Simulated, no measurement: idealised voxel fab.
voxel capacitor over wiring: a process module
Section shown: cut. Width: 290 nm. Cell size: 5 nm, square.
Square cells in a grid make up a cross-section in this document, and the grid is given as bands, listed from the top down, each one or more rows of cells. Read a band's entry like this: the first values are the height of its top and the height of its bottom in nm, and what follows is the sequence of materials from left to right, each with its width in nm. Note that "empty" is empty space, and that a single material marked "full width" reaches across the band from edge to edge. Height is counted from the level 0, under which the received wafer is composed throughout of one material. The lowest of the bands is not closed at the bottom but continues downward, in the notation "0 and below". Width "30 to 40": first value at the band's top row of cells, second value at its bottom row, equal change from row to row. What does "left unchanged" mean for a step? It means no cell of the cross-section changed in that step. In "Enclosed voids" the enclosed voids are listed, meaning empty spaces of 8 cells or larger without any opening to the top. The form is width x height at distance, distance from the left edge, units nm. Step line, after settings: the simulator's comment on this step. If you see "overlay nm" on a step's line and that step has a mask, it's telling you how far right of where it was planned the mask ended up; a negative number means it went left instead.

[The planned process steps are enumerated hereunder]
| 1 | RECEIVE, material Si |
| 2 | CONFORMAL_DEP, material SiO2, thk nm 10 |
| 3 | DIRECTIONAL_DEP, material TiN, thk nm 5 |
| 4 | DIRECTIONAL_DEP, material W, thk nm 25 |
| 5 | MASKED_ETCH, tone cover, mask id METAL_1, width nm 20, pitch nm 90, etch materials W, depth nm 25, overlay nm 0 |
| 6 | MASKED_ETCH, tone cover, mask id METAL_1, width nm 20, pitch nm 90, etch materials TiN, depth nm 5, overlay nm 0 |
| 7 | FILL_DEP, material SiO2, thk nm 10 |
| 8 | CMP, height nm 40 |
| 9 | CONFORMAL_DEP, material SiCN, thk nm 5 |
| 10 | DIRECTIONAL_DEP, material SiO2, thk nm 20 |
| 11 | MASKED_ETCH, tone open, mask id PLUG_1, width nm 15, etch materials SiO2, depth nm 20, overlay nm 0 |
| 12 | MASKED_ETCH, tone open, mask id PLUG_1, width nm 15, etch materials SiCN, depth nm 5, overlay nm 0 |
| 13 | EPI, material Ru, thk nm 10 |
| 14 | EPI, material Ru, thk nm 10 |
| 15 | EPI, material Ru, thk nm 5 |
| 16 | DIRECTIONAL_DEP, material TiN, thk nm 10 |
| 17 | DIRECTIONAL_DEP, material HfO2, thk nm 5 |
| 18 | DIRECTIONAL_DEP, material TiN, thk nm 5 |
| 19 | MASKED_ETCH, tone cover, mask id UPPER_PLATE, width nm 75, etch materials TiN, depth nm 5, overlay nm 0 |
| 20 | MASKED_ETCH, tone cover, mask id UPPER_PLATE, width nm 75, etch materials HfO2, depth nm 5, overlay nm 0 |
| 21 | DIRECTIONAL_DEP, material aC, thk nm 15 |
| 22 | PATTERN, tone cover, mask id LOWER_PLATE, material resist, width nm 85, thk nm 30, overlay nm 0 |
| 23 | DIRECTIONAL_ETCH, etch materials aC, depth nm 15 |
| 24 | STRIP, etch materials resist |
| 25 | DIRECTIONAL_ETCH, etch materials TiN, depth nm 10 |
| 26 | STRIP, etch materials aC |
| 27 | FILL_DEP, material SiO2, thk nm 15 |
| 28 | CMP, height nm 95 |
| 29 | DIRECTIONAL_DEP, material aC, thk nm 15 |
| 30 | PATTERN, tone open, mask id PLUG_2, material resist, width nm 15, thk nm 30, overlay nm 0 |
| 31 | DIRECTIONAL_ETCH, etch materials aC, depth nm 15 |
| 32 | STRIP, etch materials resist |
| 33 | DIRECTIONAL_ETCH, etch materials SiO2, depth nm 10 |
| 34 | STRIP, etch materials aC |
| 35 | CONFORMAL_DEP, material TiN, thk nm 5 |
| 36 | FILL_DEP, material W, thk nm 5 |
| 37 | CMP, height nm 95 |
| 38 | CONFORMAL_DEP, material SiCN, thk nm 5 |

[First of two wafers - as planned]

[Incoming wafer in cross-section (state: after step 1)]
- 0 and below = Si full width
- Enclosed voids: none

[Upon completion of step 2, the wafer appears in cross-section as shown]
- 10 down to 0 = SiO2 full width
- Nothing below the height 0 has changed.

[Upon completion of step 3, the wafer appears in cross-section as shown]
- 15 down to 10 = TiN full width
- Nothing below the height 10 has changed.

[Upon completion of step 4, the wafer appears in cross-section as shown]
- 40 down to 15 = W full width
- Nothing below the height 15 has changed.

[Upon completion of step 5, the wafer appears in cross-section as shown]
- 40 down to 15 = empty=90 / W=20 / empty=70 / W=20 / empty=90
- Nothing below the height 15 has changed.

[Upon completion of step 6, the wafer appears in cross-section as shown]
- 40 down to 15 = empty=90 / W=20 / empty=70 / W=20 / empty=90
- 15 down to 10 = empty=90 / TiN=20 / empty=70 / TiN=20 / empty=90
- Nothing below the height 10 has changed.

[Upon completion of step 7, the wafer appears in cross-section as shown]
- 50 down to 40 = SiO2 full width
- 40 down to 15 = SiO2=90 / W=20 / SiO2=70 / W=20 / SiO2=90
- 15 down to 10 = SiO2=90 / TiN=20 / SiO2=70 / TiN=20 / SiO2=90
- Nothing below the height 10 has changed.

[Upon completion of step 8, the wafer appears in cross-section as shown]
- 40 down to 15 = SiO2=90 / W=20 / SiO2=70 / W=20 / SiO2=90
- Nothing below the height 15 has changed.

[Upon completion of step 9, the wafer appears in cross-section as shown]
- 45 down to 40 = SiCN full width
- Nothing below the height 40 has changed.

[Upon completion of step 10, the wafer appears in cross-section as shown]
- 65 down to 45 = SiO2 full width
- Nothing below the height 45 has changed.

[Upon completion of step 11, the wafer appears in cross-section as shown]
- 65 down to 45 = SiO2=95 / empty=15 / SiO2=180
- Nothing below the height 45 has changed.

[Upon completion of step 12, the wafer appears in cross-section as shown]
- 65 down to 45 = SiO2=95 / empty=15 / SiO2=180
- 45 down to 40 = SiCN=95 / empty=15 / SiCN=180
- Nothing below the height 40 has changed.

[Upon completion of step 13, the wafer appears in cross-section as shown]
- 65 down to 50 = SiO2=95 / empty=15 / SiO2=180
- 50 down to 45 = SiO2=95 / Ru=15 / SiO2=180
- 45 down to 40 = SiCN=95 / Ru=15 / SiCN=180
- Nothing below the height 40 has changed.

[Upon completion of step 14, the wafer appears in cross-section as shown]
- 65 down to 60 = SiO2=95 / empty=15 / SiO2=180
- 60 down to 45 = SiO2=95 / Ru=15 / SiO2=180
- Nothing below the height 45 has changed.

[Upon completion of step 15, the wafer appears in cross-section as shown]
- 65 down to 45 = SiO2=95 / Ru=15 / SiO2=180
- Nothing below the height 45 has changed.

[Upon completion of step 16, the wafer appears in cross-section as shown]
- 75 down to 65 = TiN full width
- Nothing below the height 65 has changed.

[Upon completion of step 17, the wafer appears in cross-section as shown]
- 80 down to 75 = HfO2 full width
- Nothing below the height 75 has changed.

[Upon completion of step 18, the wafer appears in cross-section as shown]
- 85 down to 80 = TiN full width
- Nothing below the height 80 has changed.

[Upon completion of step 19, the wafer appears in cross-section as shown]
- 85 down to 80 = empty=95 / TiN=75 / empty=120
- Nothing below the height 80 has changed.

[Upon completion of step 20, the wafer appears in cross-section as shown]
- 85 down to 80 = empty=95 / TiN=75 / empty=120
- 80 down to 75 = empty=95 / HfO2=75 / empty=120
- Nothing below the height 75 has changed.

[Upon completion of step 21, the wafer appears in cross-section as shown]
- 100 down to 90 = empty=95 / aC=75 / empty=120
- 90 down to 85 = aC full width
- 85 down to 80 = aC=95 / TiN=75 / aC=120
- 80 down to 75 = aC=95 / HfO2=75 / aC=120
- Nothing below the height 75 has changed.

[Upon completion of step 22, the wafer appears in cross-section as shown]
- 130 down to 100 = empty=90 / resist=85 / empty=115
- 100 down to 90 = empty=90 / resist=5 / aC=75 / resist=5 / empty=115
- Nothing below the height 90 has changed.

[Upon completion of step 23, the wafer appears in cross-section as shown]
- 115 down to 100 = empty=90 / resist=85 / empty=115
- 100 down to 90 = empty=90 / resist=5 / aC=75 / resist=5 / empty=115
- 90 down to 85 = empty=90 / aC=85 / empty=115
- 85 down to 80 = empty=90 / aC=5 / TiN=75 / aC=5 / empty=115
- 80 down to 75 = empty=90 / aC=5 / HfO2=75 / aC=5 / empty=115
- Nothing below the height 75 has changed.

[Upon completion of step 24, the wafer appears in cross-section as shown]
- 100 down to 90 = empty=95 / aC=75 / empty=120
- Nothing below the height 90 has changed.

[Upon completion of step 25, the wafer appears in cross-section as shown]
- 100 down to 90 = empty=95 / aC=75 / empty=120
- 90 down to 85 = empty=90 / aC=85 / empty=115
- 85 down to 80 = empty=90 / aC=5 / TiN=75 / aC=5 / empty=115
- 80 down to 75 = empty=90 / aC=5 / HfO2=75 / aC=5 / empty=115
- 75 down to 65 = empty=90 / TiN=85 / empty=115
- Nothing below the height 65 has changed.

[Upon completion of step 26, the wafer appears in cross-section as shown]
- 85 down to 80 = empty=95 / TiN=75 / empty=120
- 80 down to 75 = empty=95 / HfO2=75 / empty=120
- Nothing below the height 75 has changed.

[Upon completion of step 27, the wafer appears in cross-section as shown]
- 100 down to 85 = SiO2 full width
- 85 down to 80 = SiO2=95 / TiN=75 / SiO2=120
- 80 down to 75 = SiO2=95 / HfO2=75 / SiO2=120
- 75 down to 65 = SiO2=90 / TiN=85 / SiO2=115
- Nothing below the height 65 has changed.

[Upon completion of step 28, the wafer appears in cross-section as shown]
- 95 down to 85 = SiO2 full width
- Nothing below the height 85 has changed.

[Upon completion of step 29, the wafer appears in cross-section as shown]
- 110 down to 95 = aC full width
- Nothing below the height 95 has changed.

[Upon completion of step 30, the wafer appears in cross-section as shown]
- 140 down to 110 = resist=105 / empty=15 / resist=170
- Nothing below the height 110 has changed.

[Upon completion of step 31, the wafer appears in cross-section as shown]
- 125 down to 110 = resist=105 / empty=15 / resist=170
- 110 down to 95 = aC=105 / empty=15 / aC=170
- Nothing below the height 95 has changed.

[Upon completion of step 32, the wafer appears in cross-section as shown]
- 110 down to 95 = aC=105 / empty=15 / aC=170
- Nothing below the height 95 has changed.

[Upon completion of step 33, the wafer appears in cross-section as shown]
- 110 down to 95 = aC=105 / empty=15 / aC=170
- 95 down to 85 = SiO2=105 / empty=15 / SiO2=170
- Nothing below the height 85 has changed.

[Upon completion of step 34, the wafer appears in cross-section as shown]
- 95 down to 85 = SiO2=105 / empty=15 / SiO2=170
- Nothing below the height 85 has changed.

[Upon completion of step 35, the wafer appears in cross-section as shown]
- 100 down to 95 = TiN=110 / empty=5 / TiN=175
- 95 down to 90 = SiO2=105 / TiN=5 / empty=5 / TiN=5 / SiO2=170
- 90 down to 80 = SiO2=105 to 95 / TiN=15 to 75 / SiO2=170 to 120
- Nothing below the height 80 has changed.

[Upon completion of step 36, the wafer appears in cross-section as shown]
- 105 down to 100 = W full width
- 100 down to 95 = TiN=110 / W=5 / TiN=175
- 95 down to 90 = SiO2=105 / TiN=5 / W=5 / TiN=5 / SiO2=170
- Nothing below the height 90 has changed.

[Upon completion of step 37, the wafer appears in cross-section as shown]
- 95 down to 90 = SiO2=105 / TiN=5 / W=5 / TiN=5 / SiO2=170
- Nothing below the height 90 has changed.

[Upon completion of step 38, the wafer appears in cross-section as shown]
- 100 down to 95 = SiCN full width
- Nothing below the height 95 has changed.

[Regarding the second of the two wafers: it shared the first wafer's starting condition and process plan, yet one error occurred during its execution. Its history coincides with that of the first wafer up to and including step 9]

At the planned end of step 10, the second wafer in cross-section: left unchanged

At the planned end of step 11, the second wafer in cross-section: left unchanged

[At the planned end of step 12, the second wafer in cross-section]
- 45 down to 40 = SiCN=95 / empty=15 / SiCN=180
- Nothing below the height 40 has changed.

[At the planned end of step 13, the second wafer in cross-section]
- 50 down to 45 = empty=90 / Ru=25 / empty=175
- 45 down to 40 = SiCN=95 / Ru=15 / SiCN=180
- Nothing below the height 40 has changed.

[At the planned end of step 14, the second wafer in cross-section]
- 60 down to 45 = empty=80 / Ru=45 / empty=165
- Nothing below the height 45 has changed.

[At the planned end of step 15, the second wafer in cross-section]
- 65 down to 45 = empty=75 / Ru=55 / empty=160
- Nothing below the height 45 has changed.

[At the planned end of step 16, the second wafer in cross-section]
- 75 down to 65 = empty=75 / TiN=55 / empty=160
- 65 down to 55 = empty=75 / Ru=55 / empty=160
- 55 down to 45 = TiN=75 / Ru=55 / TiN=160
- Nothing below the height 45 has changed.

[At the planned end of step 17, the second wafer in cross-section]
- 80 down to 75 = empty=75 / HfO2=55 / empty=160
- 75 down to 65 = empty=75 / TiN=55 / empty=160
- 65 down to 60 = empty=75 / Ru=55 / empty=160
- 60 down to 55 = HfO2=75 / Ru=55 / HfO2=160
- Nothing below the height 55 has changed.

[At the planned end of step 18, the second wafer in cross-section]
- 85 down to 80 = empty=75 / TiN=55 / empty=160
- 80 down to 75 = empty=75 / HfO2=55 / empty=160
- 75 down to 65 = empty=75 / TiN=55 / empty=160
- 65 down to 60 = TiN=75 / Ru=55 / TiN=160
- Nothing below the height 60 has changed.

[At the planned end of step 19, the second wafer in cross-section]
- 85 down to 80 = empty=95 / TiN=35 / empty=160
- 80 down to 75 = empty=75 / HfO2=55 / empty=160
- 75 down to 65 = empty=75 / TiN=55 / empty=160
- 65 down to 60 = empty=75 / Ru=55 / TiN=40 / empty=120
- Nothing below the height 60 has changed.

[At the planned end of step 20, the second wafer in cross-section]
- 85 down to 80 = empty=95 / TiN=35 / empty=160
- 80 down to 75 = empty=95 / HfO2=35 / empty=160
- 75 down to 65 = empty=75 / TiN=55 / empty=160
- 65 down to 60 = empty=75 / Ru=55 / TiN=40 / empty=120
- 60 down to 55 = empty=75 / Ru=55 / HfO2=40 / empty=120
- Nothing below the height 55 has changed.

[At the planned end of step 21, the second wafer in cross-section]
- 100 down to 90 = empty=95 / aC=35 / empty=160
- 90 down to 85 = empty=75 / aC=55 / empty=160
- 85 down to 80 = empty=75 / aC=20 / TiN=35 / empty=160
- 80 down to 75 = empty=75 / aC=20 / HfO2=35 / aC=40 / empty=120
- 75 down to 70 = empty=75 / TiN=55 / aC=40 / empty=120
- 70 down to 65 = aC=75 / TiN=55 / aC=160
- 65 down to 60 = aC=75 / Ru=55 / TiN=40 / aC=120
- 60 down to 55 = aC=75 / Ru=55 / HfO2=40 / aC=120
- Nothing below the height 55 has changed.

[At the planned end of step 22, the second wafer in cross-section]
- 130 down to 100 = empty=90 / resist=85 / empty=115
- 100 down to 90 = empty=90 / resist=5 / aC=35 / resist=45 / empty=115
- 90 down to 85 = empty=75 / aC=55 / resist=45 / empty=115
- 85 down to 80 = empty=75 / aC=20 / TiN=35 / resist=45 / empty=115
- 80 down to 75 = empty=75 / aC=20 / HfO2=35 / aC=40 / resist=5 / empty=115
- 75 down to 70 = empty=75 / TiN=55 / aC=40 / resist=5 / empty=115
- Nothing below the height 70 has changed.

[At the planned end of step 23, the second wafer in cross-section]
- 115 down to 100 = empty=90 / resist=85 / empty=115
- 100 down to 90 = empty=90 / resist=5 / aC=35 / resist=45 / empty=115
- 90 down to 85 = empty=90 / aC=40 / resist=45 / empty=115
- 85 down to 80 = empty=90 / aC=5 / TiN=35 / resist=45 / empty=115
- 80 down to 75 = empty=90 / aC=5 / HfO2=35 / aC=40 / resist=5 / empty=115
- 75 down to 70 = empty=75 / TiN=55 / aC=40 / resist=5 / empty=115
- 70 down to 65 = empty=75 / TiN=55 / aC=45 / empty=115
- 65 down to 60 = empty=75 / Ru=55 / TiN=40 / aC=5 / empty=115
- 60 down to 55 = empty=75 / Ru=55 / HfO2=40 / aC=5 / empty=115
- Nothing below the height 55 has changed.

[At the planned end of step 24, the second wafer in cross-section]
- 100 down to 90 = empty=95 / aC=35 / empty=160
- 90 down to 85 = empty=90 / aC=40 / empty=160
- 85 down to 80 = empty=90 / aC=5 / TiN=35 / empty=160
- 80 down to 75 = empty=90 / aC=5 / HfO2=35 / aC=40 / empty=120
- 75 down to 65 = empty=75 / TiN=55 / aC=40 to 45 / empty=120 to 115
- Nothing below the height 65 has changed.

[At the planned end of step 25, the second wafer in cross-section]
- 100 down to 90 = empty=95 / aC=35 / empty=160
- 90 down to 85 = empty=90 / aC=40 / empty=160
- 85 down to 80 = empty=90 / aC=5 / TiN=35 / empty=160
- 80 down to 75 = empty=90 / aC=5 / HfO2=35 / aC=40 / empty=120
- 75 down to 65 = empty=90 / TiN=40 / aC=40 to 45 / empty=120 to 115
- 65 down to 60 = empty=75 / Ru=55 / TiN=40 / aC=5 / empty=115
- 60 down to 55 = empty=75 / Ru=55 / HfO2=40 / aC=5 / empty=115
- 55 down to 45 = empty=75 / Ru=55 / TiN=45 / empty=115
- Nothing below the height 45 has changed.

[At the planned end of step 26, the second wafer in cross-section]
- 85 down to 80 = empty=95 / TiN=35 / empty=160
- 80 down to 75 = empty=95 / HfO2=35 / empty=160
- 75 down to 65 = empty=90 / TiN=40 / empty=160
- 65 down to 60 = empty=75 / Ru=55 / TiN=40 / empty=120
- 60 down to 55 = empty=75 / Ru=55 / HfO2=40 / empty=120
- Nothing below the height 55 has changed.

[At the planned end of step 27, the second wafer in cross-section]
- 100 down to 85 = SiO2 full width
- 85 down to 80 = SiO2=95 / TiN=35 / SiO2=160
- 80 down to 75 = SiO2=95 / HfO2=35 / SiO2=160
- 75 down to 65 = SiO2=90 / TiN=40 / SiO2=160
- 65 down to 60 = SiO2=75 / Ru=55 / TiN=40 / SiO2=120
- 60 down to 55 = SiO2=75 / Ru=55 / HfO2=40 / SiO2=120
- 55 down to 45 = SiO2=75 / Ru=55 / TiN=45 / SiO2=115
- Nothing below the height 45 has changed.

[At the planned end of step 28, the second wafer in cross-section]
- 95 down to 85 = SiO2 full width
- Nothing below the height 85 has changed.

[At the planned end of step 29, the second wafer in cross-section]
- 110 down to 95 = aC full width
- Nothing below the height 95 has changed.

[At the planned end of step 30, the second wafer in cross-section]
- 140 down to 110 = resist=105 / empty=15 / resist=170
- Nothing below the height 110 has changed.

[At the planned end of step 31, the second wafer in cross-section]
- 125 down to 110 = resist=105 / empty=15 / resist=170
- 110 down to 95 = aC=105 / empty=15 / aC=170
- Nothing below the height 95 has changed.

[At the planned end of step 32, the second wafer in cross-section]
- 110 down to 95 = aC=105 / empty=15 / aC=170
- Nothing below the height 95 has changed.

[At the planned end of step 33, the second wafer in cross-section]
- 110 down to 95 = aC=105 / empty=15 / aC=170
- 95 down to 85 = SiO2=105 / empty=15 / SiO2=170
- Nothing below the height 85 has changed.

[At the planned end of step 34, the second wafer in cross-section]
- 95 down to 85 = SiO2=105 / empty=15 / SiO2=170
- Nothing below the height 85 has changed.

[At the planned end of step 35, the second wafer in cross-section]
- 100 down to 95 = TiN=110 / empty=5 / TiN=175
- 95 down to 90 = SiO2=105 / TiN=5 / empty=5 / TiN=5 / SiO2=170
- 90 down to 80 = SiO2=105 to 95 / TiN=15 to 35 / SiO2=170 to 160
- Nothing below the height 80 has changed.

[At the planned end of step 36, the second wafer in cross-section]
- 105 down to 100 = W full width
- 100 down to 95 = TiN=110 / W=5 / TiN=175
- 95 down to 90 = SiO2=105 / TiN=5 / W=5 / TiN=5 / SiO2=170
- Nothing below the height 90 has changed.

[At the planned end of step 37, the second wafer in cross-section]
- 95 down to 90 = SiO2=105 / TiN=5 / W=5 / TiN=5 / SiO2=170
- Nothing below the height 90 has changed.

[At the planned end of step 38, the second wafer in cross-section]
- 100 down to 95 = SiCN full width
- Nothing below the height 95 has changed.
Processing error: skipped: plan step 10 (never run)
Final wafer comparison in cells, second versus first, more or fewer per material: Ru: 32 more | SiO2: 32 fewer
